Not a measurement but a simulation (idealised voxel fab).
process module | voxel air gaps
Section shown: cut. Width: 300 nm. Cell size: 5 nm, square.
A cross-section is a grid of square cells, given in bands from the top down. A band is one or more rows of cells.
This entry defines a band. It first specifies the height of the band's top and the height of its bottom in nm, and then specifies the band's materials from left to right, stating each material with its width in nm. The word "throughout" identifies a single material that fills the band from edge to edge, while the word "empty" identifies empty space.
Where do heights start? At 0: under that level the wafer as delivered is made of one material only. And the lowest band has no floor; it just carries on downward, as in "0..down".
When a width is written as two numbers, as in "30..40", the first number is the width in the top row of cells of the band and the second is the width in its bottom row, and the width changes by the same amount from each row to the next.
"remained unchanged" -> step changed no cross-section cell.
The entry titled "Sealed void list" provides the empty spaces that have no open way to the top, restricted to those of 8 cells or more. Each is presented as width x height at distance, the distance being measured from the left edge, with all three in nm.
Step line, after settings: the simulator's comment on this step.
A step line may carry the setting "overlay nm", which, for steps involving a mask, states the distance by which the mask lay to the right of its intended position; negative values denote displacement to the left.
### So here's the lineup of process steps we planned
1,op RECEIVE | material Si
2,op CONFORMAL_DEP | material SiO2 | thk nm 10
3,op CONFORMAL_DEP | material SiCN | thk nm 5
4,op DIRECTIONAL_DEP | material SiO2 | thk nm 40
5,op MASKED_ETCH | tone open | mask id LINES | width nm 25 | pitch nm 50 | etch materials SiO2 | depth nm 40 | overlay nm 0
6,op CONFORMAL_DEP | material TiN | thk nm 5
7,op FILL_DEP | material Ru | thk nm 10
8,op CMP | height nm 55
9,op EPI | material Ru | thk nm 10
10,op SELECTIVE_ETCH | etch materials SiO2 | depth nm 50
11,op CONFORMAL_DEP | material SiCN | thk nm 5
### The first of a set of two wafers, run to plan
### Wafer cross-section on receipt, i.e. after step 1
> 0..down = Si throughout
> Sealed void list: none
### Wafer xsec, post step 2
> 10..0 = SiO2 throughout
> For the remainder of the cross-section, below 0, there is no change.
### Wafer xsec, post step 3
> 15..10 = SiCN throughout
> For the remainder of the cross-section, below 10, there is no change.
### Wafer xsec, post step 4
> 55..15 = SiO2 throughout
> For the remainder of the cross-section, below 15, there is no change.
### Wafer xsec, post step 5
> 55..15 = SiO2=85 | empty=25 | SiO2=25 | empty=25 | SiO2=25 | empty=25 | SiO2=90
> For the remainder of the cross-section, below 15, there is no change.
### Wafer xsec, post step 6
> 60..55 = TiN=90 | empty=15 | TiN=35 | empty=15 | TiN=35 | empty=15 | TiN=95
> 55..20 = SiO2=85 | TiN=5 | empty=15 | TiN=5 | SiO2=25 | TiN=5 | empty=15 | TiN=5 | SiO2=25 | TiN=5 | empty=15 | TiN=5 | SiO2=90
> 20..15 = SiO2=85 | TiN=25 | SiO2=25 | TiN=25 | SiO2=25 | TiN=25 | SiO2=90
> For the remainder of the cross-section, below 15, there is no change.
### Wafer xsec, post step 7
> 70..60 = Ru throughout
> 60..55 = TiN=90 | Ru=15 | TiN=35 | Ru=15 | TiN=35 | Ru=15 | TiN=95
> 55..20 = SiO2=85 | TiN=5 | Ru=15 | TiN=5 | SiO2=25 | TiN=5 | Ru=15 | TiN=5 | SiO2=25 | TiN=5 | Ru=15 | TiN=5 | SiO2=90
> For the remainder of the cross-section, below 20, there is no change.
### Wafer xsec, post step 8
> 55..20 = SiO2=85 | TiN=5 | Ru=15 | TiN=5 | SiO2=25 | TiN=5 | Ru=15 | TiN=5 | SiO2=25 | TiN=5 | Ru=15 | TiN=5 | SiO2=90
> For the remainder of the cross-section, below 20, there is no change.
### Wafer xsec, post step 9
> 65..55 = empty=75 | Ru=45 | empty=5 | Ru=45 | empty=5 | Ru=45 | empty=80
> For the remainder of the cross-section, below 55, there is no change.
### Wafer xsec, post step 10
> 65..55 = empty=75 | Ru=45 | empty=5 | Ru=45 | empty=5 | Ru=45 | empty=80
> 55..20 = empty=85 | TiN=5 | Ru=15 | TiN=5 | empty=25 | TiN=5 | Ru=15 | TiN=5 | empty=25 | TiN=5 | Ru=15 | TiN=5 | empty=90
> 20..15 = empty=85 | TiN=25 | empty=25 | TiN=25 | empty=25 | TiN=25 | empty=90
> For the remainder of the cross-section, below 15, there is no change.
### Wafer xsec, post step 11
> 70..65 = empty=70 | SiCN=155 | empty=75
> 65..55 = empty=70 | SiCN=5 | Ru=45 | SiCN=5 | Ru=45 | SiCN=5 | Ru=45 | SiCN=5 | empty=75
> 55..50 = empty=70 | SiCN=15 | TiN=5 | Ru=15 | TiN=5 | SiCN=25 | TiN=5 | Ru=15 | TiN=5 | SiCN=25 | TiN=5 | Ru=15 | TiN=5 | SiCN=15 | empty=75
> 50..20 = empty=80 | SiCN=5 | TiN=5 | Ru=15 | TiN=5 | SiCN=5 | empty=15 | SiCN=5 | TiN=5 | Ru=15 | TiN=5 | SiCN=5 | empty=15 | SiCN=5 | TiN=5 | Ru=15 | TiN=5 | SiCN=5 | empty=85
> 20..15 = SiCN=85 | TiN=25 | SiCN=25 | TiN=25 | SiCN=25 | TiN=25 | SiCN=90
> For the remainder of the cross-section, below 15, there is no change.
> Sealed void list: 15 x 30 at 115; 15 x 30 at 165
### Wafer two. Same start, same plan, one slip in execution. Same as wafer one through step 4, inclusive
### Look at the second wafer in cross-section at the time step 5 ought to have finished
> 55..15 = SiO2=90 | empty=15 | SiO2=35 | empty=15 | SiO2=35 | empty=15 | SiO2=95
> For the remainder of the cross-section, below 15, there is no change.
### Look at the second wafer in cross-section at the time step 6 ought to have finished
> 60..55 = TiN=95 | empty=5 | TiN=45 | empty=5 | TiN=45 | empty=5 | TiN=100
> 55..20 = SiO2=90 | TiN=5 | empty=5 | TiN=5 | SiO2=35 | TiN=5 | empty=5 | TiN=5 | SiO2=35 | TiN=5 | empty=5 | TiN=5 | SiO2=95
> 20..15 = SiO2=90 | TiN=15 | SiO2=35 | TiN=15 | SiO2=35 | TiN=15 | SiO2=95
> For the remainder of the cross-section, below 15, there is no change.
### Look at the second wafer in cross-section at the time step 7 ought to have finished
> 70..60 = Ru throughout
> 60..55 = TiN=95 | Ru=5 | TiN=45 | Ru=5 | TiN=45 | Ru=5 | TiN=100
> 55..20 = SiO2=90 | TiN=5 | Ru=5 | TiN=5 | SiO2=35 | TiN=5 | Ru=5 | TiN=5 | SiO2=35 | TiN=5 | Ru=5 | TiN=5 | SiO2=95
> For the remainder of the cross-section, below 20, there is no change.
### Look at the second wafer in cross-section at the time step 8 ought to have finished
> 55..20 = SiO2=90 | TiN=5 | Ru=5 | TiN=5 | SiO2=35 | TiN=5 | Ru=5 | TiN=5 | SiO2=35 | TiN=5 | Ru=5 | TiN=5 | SiO2=95
> For the remainder of the cross-section, below 20, there is no change.
### Look at the second wafer in cross-section at the time step 9 ought to have finished
> 65..55 = empty=80 | Ru=35 | empty=15 | Ru=35 | empty=15 | Ru=35 | empty=85
> For the remainder of the cross-section, below 55, there is no change.
### Look at the second wafer in cross-section at the time step 10 ought to have finished
> 65..55 = empty=80 | Ru=35 | empty=15 | Ru=35 | empty=15 | Ru=35 | empty=85
> 55..20 = empty=90 | TiN=5 | Ru=5 | TiN=5 | empty=35 | TiN=5 | Ru=5 | TiN=5 | empty=35 | TiN=5 | Ru=5 | TiN=5 | empty=95
> 20..15 = empty=90 | TiN=15 | empty=35 | TiN=15 | empty=35 | TiN=15 | empty=95
> For the remainder of the cross-section, below 15, there is no change.
### Look at the second wafer in cross-section at the time step 11 ought to have finished
> 70..65 = empty=75 | SiCN=45 | empty=5 | SiCN=45 | empty=5 | SiCN=45 | empty=80
> 65..55 = empty=75 | SiCN=5 | Ru=35 | SiCN=5 | empty=5 | SiCN=5 | Ru=35 | SiCN=5 | empty=5 | SiCN=5 | Ru=35 | SiCN=5 | empty=80
> 55..50 = empty=75 | SiCN=15 | TiN=5 | Ru=5 | TiN=5 | SiCN=15 | empty=5 | SiCN=15 | TiN=5 | Ru=5 | TiN=5 | SiCN=15 | empty=5 | SiCN=15 | TiN=5 | Ru=5 | TiN=5 | SiCN=15 | empty=80
> 50..20 = empty=85 | SiCN=5 | TiN=5 | Ru=5 | TiN=5 | SiCN=5 | empty=25 | SiCN=5 | TiN=5 | Ru=5 | TiN=5 | SiCN=5 | empty=25 | SiCN=5 | TiN=5 | Ru=5 | TiN=5 | SiCN=5 | empty=90
> 20..15 = SiCN=90 | TiN=15 | SiCN=35 | TiN=15 | SiCN=35 | TiN=15 | SiCN=95
> For the remainder of the cross-section, below 15, there is no change.
Plan not followed: step 5: run off-plan, actual operation and settings op MASKED_ETCH | tone open | mask id LINES | width nm 15 | pitch nm 50 | etch materials SiO2 | depth nm 40 | overlay nm 0
Upon completion, the second wafer contains, in terms of cells, a greater or smaller amount of certain materials than the first wafer: -54 Ru; +8 SiCN; -6 TiN
Note - end result: 2 closed voids (first wafer), 0 closed voids (second wafer).
